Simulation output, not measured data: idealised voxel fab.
process module | voxel self aligned vias
cross-section cut | 185 nm wide | cells 5 nm
A cross-section is a grid of square cells, given in bands from the top down. A band is one or more rows of cells.
Each band's line starts with the height of the band's top and of its bottom, in nm. Then come its materials from left to right, each with its width in nm. One material with "throughout" fills the band from edge to edge. "air" is empty space.
Height 0 is the level under which the wafer as received is all one material. The lowest band goes on downwards, as in "0 down".
A width such as "30 to 40" changes by the same amount from each row of cells to the next, from the band's top row to its bottom row.
"no change" after a step means that no cell of the cross-section changed.
closed voids: empty space of 8 cells or more with no open way to the top, each as width x height at its distance from the left edge, in nm
after a step's settings: what the simulator itself notes on the step
overlay nm, on a step with a mask: how far to the right of its planned place the mask lay; to the left if negative
plan
1 op RECEIVE | material Si
2 op CONFORMAL_DEP | material SiO2 | thk nm 10
3 op CONFORMAL_DEP | material SiCN | thk nm 5
4 op DIRECTIONAL_DEP | material SiO2 | thk nm 25
5 op PATTERN | tone open | mask id LINES | material resist | width nm 25 | pitch nm 55 | thk nm 20 | overlay nm 0
6 op DIRECTIONAL_ETCH | etch materials SiO2 | depth nm 25
7 op STRIP | etch materials resist
8 op CONFORMAL_DEP | material TiN | thk nm 5
9 op FILL_DEP | material Ru | thk nm 5
10 op CMP | height nm 40
11 op SELECTIVE_ETCH | etch materials W Ru TiN | depth nm 5
12 op FILL_DEP | material SiN | thk nm 5
13 op CMP | height nm 40
14 op DIRECTIONAL_DEP | material SiO2 | thk nm 15
15 op DIRECTIONAL_DEP | material aC | thk nm 10
16 op PATTERN | tone open | mask id VIAS | material resist | width nm 35 | thk nm 30 | overlay nm 0
17 op DIRECTIONAL_ETCH | etch materials aC | depth nm 10
18 op STRIP | etch materials resist
19 op DIRECTIONAL_ETCH | etch materials SiO2 | depth nm 15
20 op DIRECTIONAL_ETCH | etch materials SiN | depth nm 5
21 op STRIP | etch materials aC
22 op CONFORMAL_DEP | material TiN | thk nm 5
23 op FILL_DEP | material Cu | thk nm 5
24 op CMP | height nm 55
25 op CONFORMAL_DEP | material SiN | thk nm 5
as received, after step 1
  0 down: Si throughout
  closed voids: none
first wafer at the end, as planned
  60 to 55: SiN throughout
  55 to 45: SiO2 45 | TiN 5 | Cu 25 | TiN 5 | SiO2 105
  45 to 40: SiO2 45 | TiN 10 | Cu 15 | TiN 10 | SiO2 105
  40 to 35: SiO2 50 | TiN 25 | SiO2 30 | SiN 25 | SiO2 55
  35 to 20: SiO2 50 | TiN 5 | Ru 15 | TiN 5 | SiO2 30 | TiN 5 | Ru 15 | TiN 5 | SiO2 55
  20 to 15: SiO2 50 | TiN 25 | SiO2 30 | TiN 25 | SiO2 55
  15 to 10: SiCN throughout
  10 to 0: SiO2 throughout
  0 down: Si throughout
  closed voids: none
second wafer at the end: like start, like plan, one mistake
  60 to 55: TiN throughout
  55 to 45: SiO2 45 | TiN 5 | Cu 25 | TiN 5 | SiO2 105
  45 to 40: SiO2 45 | TiN 10 | Cu 15 | TiN 10 | SiO2 105
  40 to 35: SiO2 50 | TiN 25 | SiO2 30 | SiN 25 | SiO2 55
  35 to 20: SiO2 50 | TiN 5 | Ru 15 | TiN 5 | SiO2 30 | TiN 5 | Ru 15 | TiN 5 | SiO2 55
  20 to 15: SiO2 50 | TiN 25 | SiO2 30 | TiN 25 | SiO2 55
  15 to 10: SiCN throughout
  10 to 0: SiO2 throughout
  0 down: Si throughout
  closed voids: none
what went wrong: step 25 ran as: op CONFORMAL_DEP | material TiN | thk nm 5
at the end the second wafer has, in cells: 37 fewer of SiN | 37 more of TiN
